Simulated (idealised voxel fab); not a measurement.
process module | voxel self aligned vias
cross-section cut | 155 nm wide | cells 5 nm
A cross-section is a grid of square cells, given in bands from the top down. A band is one or more rows of cells.
Each band's line starts with the height of the band's top and of its bottom, in nm. Then come its materials from left to right, each with its width in nm. One material with "throughout" fills the band from edge to edge. "air" is empty space.
Height 0 is the level under which the wafer as received is all one material. The lowest band goes on downwards, as in "0 down".
A width such as "30 to 40" changes by the same amount from each row of cells to the next, from the band's top row to its bottom row.
"no change" after a step means that no cell of the cross-section changed.
closed voids: empty space of 8 cells or more with no open way to the top, each as width x height at its distance from the left edge, in nm
after a step's settings: what the simulator itself notes on the step
overlay nm, on a step with a mask: how far to the right of its planned place the mask lay; to the left if negative
plan
1 op RECEIVE | material Si
2 op CONFORMAL_DEP | material SiO2 | thk nm 15
3 op CONFORMAL_DEP | material SiCN | thk nm 5
4 op DIRECTIONAL_DEP | material lowk | thk nm 30
5 op DIRECTIONAL_DEP | material aC | thk nm 15
6 op PATTERN | tone open | mask id LINES | material resist | width nm 25 | pitch nm 75 | thk nm 35 | overlay nm 0
7 op DIRECTIONAL_ETCH | etch materials aC | depth nm 15
8 op STRIP | etch materials resist
9 op DIRECTIONAL_ETCH | etch materials lowk | depth nm 30
10 op STRIP | etch materials aC
11 op CONFORMAL_DEP | material TiN | thk nm 5
12 op FILL_DEP | material Ru | thk nm 5
13 op CMP | height nm 50
14 op SELECTIVE_ETCH | etch materials W Ru TiN | depth nm 5
15 op FILL_DEP | material SiN | thk nm 10
16 op CMP | height nm 50
17 op DIRECTIONAL_DEP | material lowk | thk nm 10
18 op DIRECTIONAL_DEP | material aC | thk nm 10
19 op PATTERN | tone open | mask id VIAS | material resist | width nm 45 | pitch nm 75 | thk nm 30 | overlay nm 0
20 op DIRECTIONAL_ETCH | etch materials aC | depth nm 10
21 op STRIP | etch materials resist
22 op DIRECTIONAL_ETCH | etch materials lowk | depth nm 20
23 op DIRECTIONAL_ETCH | etch materials SiN | depth nm 5
24 op STRIP | etch materials aC
25 op CONFORMAL_DEP | material TiN | thk nm 5
26 op FILL_DEP | material Ru | thk nm 10
27 op CMP | height nm 70
28 op CONFORMAL_DEP | material SiCN | thk nm 5
varied across the wafers: thk nm of step 17. The plan shows the first wafer's value. All wafers start alike
first wafer as received, after step 1
  0 down: Si throughout
  closed voids: none
first wafer at the end, after step 28
  75 to 70: SiCN throughout
  70 to 65: Ru throughout
  65 to 60: TiN 20 | Ru 35 | TiN 40 | Ru 35 | TiN 25
  60 to 50: lowk 15 | TiN 5 | Ru 35 | TiN 5 | lowk 30 | TiN 5 | Ru 35 | TiN 5 | lowk 20
  50 to 45: lowk 15 | TiN 45 | lowk 30 | TiN 45 | lowk 20
  45 to 40: lowk 15 | TiN 15 | Ru 15 | TiN 15 | lowk 30 | TiN 15 | Ru 15 | TiN 15 | lowk 20
  40 to 25: lowk 25 | TiN 5 | Ru 15 | TiN 5 | lowk 50 | TiN 5 | Ru 15 | TiN 5 | lowk 30
  25 to 20: lowk 25 | TiN 25 | lowk 50 | TiN 25 | lowk 30
  20 to 15: SiCN throughout
  15 to 0: SiO2 throughout
  0 down: Si throughout
  closed voids: none
last wafer at the end
  75 to 70: SiCN throughout
  70 to 65: lowk 15 | TiN 45 | lowk 30 | TiN 45 | lowk 20
  65 to 50: lowk throughout
  50 to 45: lowk 25 | SiN 25 | lowk 50 | SiN 25 | lowk 30
  45 to 25: lowk 25 | TiN 5 | Ru 15 | TiN 5 | lowk 50 | TiN 5 | Ru 15 | TiN 5 | lowk 30
  25 to 20: lowk 25 | TiN 25 | lowk 50 | TiN 25 | lowk 30
  20 to 15: SiCN throughout
  15 to 0: SiO2 throughout
  0 down: Si throughout
  closed voids: none
each wafer at the end: cells of each material gained (+) or lost (-) since it was received, then its closed voids
thk nm 10 | +97 Ru | +62 SiCN | +93 SiO2 | +77 TiN | +136 lowk | closed voids: none
thk nm 15 | +80 Ru | +62 SiCN | +93 SiO2 | +73 TiN | +157 lowk | closed voids: none
thk nm 20 | +72 Ru | +62 SiCN | +93 SiO2 | +60 TiN | +178 lowk | closed voids: none
thk nm 25 | +52 Ru | +62 SiCN | +10 SiN | +93 SiO2 | +52 TiN | +196 lowk | closed voids: none
thk nm 30 | +38 Ru | +62 SiCN | +10 SiN | +93 SiO2 | +48 TiN | +214 lowk | closed voids: none
thk nm 35 | +24 Ru | +62 SiCN | +10 SiN | +93 SiO2 | +44 TiN | +232 lowk | closed voids: none
